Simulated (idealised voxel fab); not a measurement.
The process module presented herein is designated voxel wiring stack.
The cross-section on display is named cut; it measures 295 nm wide, and its cells are 5 nm squares.
Each cross-section below is a grid of square cells, stated as bands in top-down order, with one or more rows of cells making up each band.
Quick guide to a band line: top height, bottom height (nm) up front; then every material left to right with its width in nm. Only one material and it's marked "everywhere"? Then it fills the band edge to edge. And "air" just means empty space.
Height is counted from the level 0, under which the received wafer is composed throughout of one material. The lowest of the bands is not closed at the bottom but continues downward, in the notation "z 0 and below".
With a width like "30 to 40", each row of cells in the band differs from the next by the same amount, the top row carrying the first number and the bottom row the second.
"remains unaltered" for a step: no cell of the cross-section changed in that step.
Closed empty spaces (no open way to the top) of 8 cells or more are what "Entrapped voids" lists, each as width x height at distance from the left edge, nm for all three.
Formally, on a step line, whatever follows the settings is a remark that the simulator itself makes on the step.
"overlay nm" answers the question of how far to the right of plan the mask lay on a step that has a mask, and when it is negative the answer is to the left.

The steps planned for the process are as follows:
- 1: op RECEIVE | material Si
- 2: op CONFORMAL_DEP | material SiO2 | thk nm 10
- 3: op DIRECTIONAL_DEP | material TiN | thk nm 5
- 4: op DIRECTIONAL_DEP | material Ru | thk nm 20
- 5: op MASKED_ETCH | tone cover | mask id METAL_1 | width nm 30 | pitch nm 50 | etch materials Ru | depth nm 20 | overlay nm 0
- 6: op MASKED_ETCH | tone cover | mask id METAL_1 | width nm 30 | pitch nm 50 | etch materials TiN | depth nm 5 | overlay nm 0
- 7: op FILL_DEP | material SiO2 | thk nm 5
- 8: op CMP | height nm 35
- 9: op CONFORMAL_DEP | material SiCN | thk nm 5
- 10: op DIRECTIONAL_DEP | material lowk | thk nm 25
- 11: op MASKED_ETCH | tone open | mask id METAL_2_HOLES | width nm 15 | pitch nm 50 | etch materials lowk | depth nm 25 | overlay nm 0
- 12: op MASKED_ETCH | tone open | mask id METAL_2 | width nm 30 | pitch nm 50 | etch materials lowk | depth nm 15 | overlay nm 0
- 13: op MASKED_ETCH | tone open | mask id METAL_2 | width nm 30 | pitch nm 50 | etch materials SiCN | depth nm 5 | overlay nm 0
- 14: op CONFORMAL_DEP | material TiN | thk nm 5
- 15: op FILL_DEP | material Ru | thk nm 5
- 16: op CMP | height nm 65
- 17: op CONFORMAL_DEP | material SiCN | thk nm 5
- 18: op DIRECTIONAL_DEP | material SiO2 | thk nm 10
- 19: op MASKED_ETCH | tone open | mask id PLUG_2 | width nm 15 | pitch nm 100 | etch materials SiO2 | depth nm 10 | overlay nm 0
- 20: op MASKED_ETCH | tone open | mask id PLUG_2 | width nm 15 | pitch nm 100 | etch materials SiCN | depth nm 5 | overlay nm 0
- 21: op EPI | material Ru | thk nm 10
- 22: op EPI | material Ru | thk nm 5
- 23: op DIRECTIONAL_DEP | material TiN | thk nm 5
- 24: op DIRECTIONAL_DEP | material W | thk nm 25
- 25: op MASKED_ETCH | tone cover | mask id METAL_3 | width nm 30 | pitch nm 50 | etch materials W | depth nm 25 | overlay nm 0
- 26: op MASKED_ETCH | tone cover | mask id METAL_3 | width nm 30 | pitch nm 50 | etch materials TiN | depth nm 5 | overlay nm 0
- 27: op CONFORMAL_DEP | material SiCN | thk nm 5
- 28: op FILL_DEP | material lowk | thk nm 5
- 29: op CMP | height nm 110
- 30: op CONFORMAL_DEP | material SiCN | thk nm 5
- 31: op DIRECTIONAL_DEP | material SiO2 | thk nm 25
- 32: op DIRECTIONAL_DEP | material aC | thk nm 10
- 33: op PATTERN | tone open | mask id METAL_4 | material resist | width nm 30 | pitch nm 50 | thk nm 25 | overlay nm 0
- 34: op DIRECTIONAL_ETCH | etch materials aC | depth nm 10
- 35: op STRIP | etch materials resist
- 36: op DIRECTIONAL_ETCH | etch materials SiO2 | depth nm 15
- 37: op STRIP | etch materials aC
- 38: op MASKED_ETCH | tone open | mask id METAL_4_HOLES | width nm 15 | pitch nm 50 | etch materials SiO2 | depth nm 10 | overlay nm 0
- 39: op MASKED_ETCH | tone open | mask id METAL_4_HOLES | width nm 15 | pitch nm 50 | etch materials SiCN | depth nm 5 | overlay nm 0
- 40: op CONFORMAL_DEP | material TiN | thk nm 5
- 41: op FILL_DEP | material Cu | thk nm 10
- 42: op CMP | height nm 140
- 43: op CONFORMAL_DEP | material SiN | thk nm 5

as received, after step 1:
  z 0 and below | Si everywhere
  Entrapped voids: none

first wafer at the end, as planned:
  z 145 to 140 | SiN everywhere
  z 140 to 130 | SiO2 (55) / TiN (5) / Cu (20) / TiN (5) / SiO2 (20) / TiN (5) / Cu (20) / TiN (5) / SiO2 (20) / TiN (5) / Cu (20) / TiN (5) / SiO2 (20) / TiN (5) / Cu (20) / TiN (5) / SiO2 (60)
  z 130 to 125 | SiO2 (55) / TiN (5) / Cu (5) / TiN (20) / SiO2 (20) / TiN (5) / Cu (5) / TiN (20) / SiO2 (20) / TiN (5) / Cu (5) / TiN (20) / SiO2 (20) / TiN (5) / Cu (5) / TiN (20) / SiO2 (60)
  z 125 to 115 | SiO2 (55) / TiN (5) / Cu (5) / TiN (5) / SiO2 (35) / TiN (5) / Cu (5) / TiN (5) / SiO2 (35) / TiN (5) / Cu (5) / TiN (5) / SiO2 (35) / TiN (5) / Cu (5) / TiN (5) / SiO2 (75)
  z 115 to 110 | SiCN (55) / TiN (15) / SiCN (35) / TiN (15) / SiCN (35) / TiN (15) / SiCN (35) / TiN (15) / SiCN (75)
  z 110 to 85 | lowk (50) / SiCN (5) / W (30) / SiCN (5) / lowk (10) / SiCN (5) / W (30) / SiCN (5) / lowk (10) / SiCN (5) / W (30) / SiCN (5) / lowk (10) / SiCN (5) / W (30) / SiCN (5) / lowk (55)
  z 85 to 80 | SiCN (55) / TiN (30) / SiCN (20) / TiN (30) / SiCN (20) / TiN (30) / SiCN (20) / TiN (30) / SiCN (60)
  z 80 to 70 | SiO2 (55) / Ru (15) / SiO2 (85) / Ru (15) / SiO2 (125)
  z 70 to 65 | SiCN (55) / Ru (15) / SiCN (85) / Ru (15) / SiCN (125)
  z 65 to 55 | lowk (55) / TiN (5) / Ru (20) / TiN (5) / lowk (20) / TiN (5) / Ru (20) / TiN (5) / lowk (20) / TiN (5) / Ru (20) / TiN (5) / lowk (20) / TiN (5) / Ru (20) / TiN (5) / lowk (60)
  z 55 to 50 | lowk (55) / TiN (5) / Ru (5) / TiN (20) / lowk (20) / TiN (5) / Ru (5) / TiN (20) / lowk (20) / TiN (5) / Ru (5) / TiN (20) / lowk (20) / TiN (5) / Ru (5) / TiN (20) / lowk (60)
  z 50 to 40 | lowk (55) / TiN (5) / Ru (5) / TiN (5) / lowk (35) / TiN (5) / Ru (5) / TiN (5) / lowk (35) / TiN (5) / Ru (5) / TiN (5) / lowk (35) / TiN (5) / Ru (5) / TiN (5) / lowk (75)
  z 40 to 35 | SiCN (55) / TiN (15) / SiCN (35) / TiN (15) / SiCN (35) / TiN (15) / SiCN (35) / TiN (15) / SiCN (75)
  z 35 to 15 | SiO2 (55) / Ru (30) / SiO2 (20) / Ru (30) / SiO2 (20) / Ru (30) / SiO2 (20) / Ru (30) / SiO2 (60)
  z 15 to 10 | SiO2 (55) / TiN (30) / SiO2 (20) / TiN (30) / SiO2 (20) / TiN (30) / SiO2 (20) / TiN (30) / SiO2 (60)
  z 10 to 0 | SiO2 everywhere
  z 0 and below | Si everywhere
  Entrapped voids: none

So this is wafer number two of the two, cut at the end of the module - it started where the first did and had the same plan, we just got one thing wrong running it:
  z 145 to 140 | SiN everywhere
  z 140 to 130 | SiO2 (55) / TiN (5 to 10) / Cu (15 to 10) / TiN (5) / SiO2 (25) / TiN (5 to 10) / Cu (15 to 10) / TiN (5) / SiO2 (25) / TiN (5 to 10) / Cu (15 to 10) / TiN (5) / SiO2 (25) / TiN (5 to 10) / Cu (15 to 10) / TiN (5) / SiO2 (65)
  z 130 to 125 | SiO2 (60) / TiN (20) / SiO2 (30) / TiN (20) / SiO2 (30) / TiN (20) / SiO2 (30) / TiN (20) / SiO2 (65)
  z 125 to 115 | SiO2 (60) / TiN (10) / SiO2 (40) / TiN (10) / SiO2 (40) / TiN (10) / SiO2 (40) / TiN (10) / SiO2 (75)
  z 115 to 110 | SiCN (60) / TiN (10) / SiCN (40) / TiN (10) / SiCN (40) / TiN (10) / SiCN (40) / TiN (10) / SiCN (75)
  z 110 to 85 | lowk (50) / SiCN (5) / W (30) / SiCN (5) / lowk (10) / SiCN (5) / W (30) / SiCN (5) / lowk (10) / SiCN (5) / W (30) / SiCN (5) / lowk (10) / SiCN (5) / W (30) / SiCN (5) / lowk (55)
  z 85 to 80 | SiCN (55) / TiN (30) / SiCN (20) / TiN (30) / SiCN (20) / TiN (30) / SiCN (20) / TiN (30) / SiCN (60)
  z 80 to 70 | SiO2 (55) / Ru (15) / SiO2 (85) / Ru (15) / SiO2 (125)
  z 70 to 65 | SiCN (55) / Ru (15) / SiCN (85) / Ru (15) / SiCN (125)
  z 65 to 55 | lowk (55) / TiN (5) / Ru (20) / TiN (5) / lowk (20) / TiN (5) / Ru (20) / TiN (5) / lowk (20) / TiN (5) / Ru (20) / TiN (5) / lowk (20) / TiN (5) / Ru (20) / TiN (5) / lowk (60)
  z 55 to 50 | lowk (55) / TiN (5) / Ru (5) / TiN (20) / lowk (20) / TiN (5) / Ru (5) / TiN (20) / lowk (20) / TiN (5) / Ru (5) / TiN (20) / lowk (20) / TiN (5) / Ru (5) / TiN (20) / lowk (60)
  z 50 to 40 | lowk (55) / TiN (5) / Ru (5) / TiN (5) / lowk (35) / TiN (5) / Ru (5) / TiN (5) / lowk (35) / TiN (5) / Ru (5) / TiN (5) / lowk (35) / TiN (5) / Ru (5) / TiN (5) / lowk (75)
  z 40 to 35 | SiCN (55) / TiN (15) / SiCN (35) / TiN (15) / SiCN (35) / TiN (15) / SiCN (35) / TiN (15) / SiCN (75)
  z 35 to 15 | SiO2 (55) / Ru (30) / SiO2 (20) / Ru (30) / SiO2 (20) / Ru (30) / SiO2 (20) / Ru (30) / SiO2 (60)
  z 15 to 10 | SiO2 (55) / TiN (30) / SiO2 (20) / TiN (30) / SiO2 (20) / TiN (30) / SiO2 (20) / TiN (30) / SiO2 (60)
  z 10 to 0 | SiO2 everywhere
  z 0 and below | Si everywhere
  Entrapped voids: none
What broke from the plan during processing? not per plan at step 33, really ran op PATTERN | tone open | mask id METAL_4 | material resist | width nm 20 | pitch nm 50 | thk nm 25 | overlay nm 0
at the end the second wafer has, in cells: -24 Cu; +4 SiCN; +24 SiO2; -4 TiN
